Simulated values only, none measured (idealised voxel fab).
Process module name: voxel self aligned contacts
Section cut is 160 nm wide and gridded with 5 nm square cells.
Cross-sections here: square-cell grids, written as top-down lists of bands, a band being one or more rows of cells. Band: top height; bottom height; in nm. Then, left to right: material with width in nm, for each material. "full width": a single material spanning edge to edge. "air": empty space. For the purposes of this specification, 0 denotes the height below which the wafer in its as-received condition is composed wholly of one material, and the lowermost band, lacking a lower limit, extends downward without end, as expressed in "z 0 and below". It should be noted that a width expressed as "30->40" varies in equal increments from row to row of cells within the band, taking the value of the first number at the top row and that of the second number at the bottom row. A step reported as "nothing altered" is a step in which no cell of the cross-section changed. Under "Fully sealed cavities" you'll find the enclosed gaps, the ones with no way out to the top, that are 8 cells or bigger; each reads width x height at distance, with distance counted from the left edge, everything in nm. If you see something after the settings on a step's line, that's the simulator's own remark about that step. You can add "overlay nm" to a step's line. For a step with a mask, it describes how far the mask lay to the right of its planned position, and a negative number describes a lay to the left.

**So here's the lineup of process steps we planned**
1: RECEIVE: material Si
2: OXIDIZE: depth nm 5
3: DIRECTIONAL_DEP: material polySi, thk nm 30
4: DIRECTIONAL_DEP: material SiN, thk nm 25
5: PATTERN: tone cover, mask id GATE, material resist, width nm 35, pitch nm 70, thk nm 20, overlay nm 0
6: DIRECTIONAL_ETCH: etch materials SiN, depth nm 25
7: DIRECTIONAL_ETCH: etch materials polySi, depth nm 30
8: STRIP: etch materials resist
9: CONFORMAL_DEP: material SiN, thk nm 10
10: DIRECTIONAL_ETCH: etch materials SiN, depth nm 10
11: FILL_DEP: material SiO2, thk nm 15
12: CMP: height nm 65
13: DIRECTIONAL_DEP: material aC, thk nm 15
14: PATTERN: tone open, mask id CONTACT, material resist, width nm 45, thk nm 35, overlay nm -15
15: DIRECTIONAL_ETCH: etch materials aC, depth nm 15
16: STRIP: etch materials resist
17: DIRECTIONAL_ETCH: etch materials SiO2, depth nm 70
18: STRIP: etch materials aC
19: CONFORMAL_DEP: material TiN, thk nm 5
20: FILL_DEP: material W, thk nm 10
21: CMP: height nm 65
22: CONFORMAL_DEP: material SiN, thk nm 5
For this document, wafers share an identical start and vary in the step 14 overlay nm; the plan quotes the first wafer's value.

**So this is the first of several wafers, cross-sectioned as it came to us, meaning it's at the end of step 1**
> z 0 and below: Si full width
> Fully sealed cavities: none

**Wafer rows, end of module: cells per material gained (+) or lost (-) since receipt; closed voids last**
overlay nm -15 | -32 Si | +190 SiN | +152 SiO2 | +35 TiN | +19 W | +84 polySi | Fully sealed cavities: none
overlay nm -10 | -32 Si | +190 SiN | +152 SiO2 | +35 TiN | +19 W | +84 polySi | Fully sealed cavities: none
overlay nm -5 | -32 Si | +190 SiN | +152 SiO2 | +35 TiN | +19 W | +84 polySi | Fully sealed cavities: none
overlay nm 0 | -32 Si | +190 SiN | +152 SiO2 | +35 TiN | +19 W | +84 polySi | Fully sealed cavities: none
overlay nm 5 | -32 Si | +190 SiN | +152 SiO2 | +35 TiN | +19 W | +84 polySi | Fully sealed cavities: none
overlay nm 10 | -32 Si | +190 SiN | +152 SiO2 | +35 TiN | +19 W | +84 polySi | Fully sealed cavities: none
overlay nm 15 | -32 Si | +190 SiN | +152 SiO2 | +35 TiN | +19 W | +84 polySi | Fully sealed cavities: none
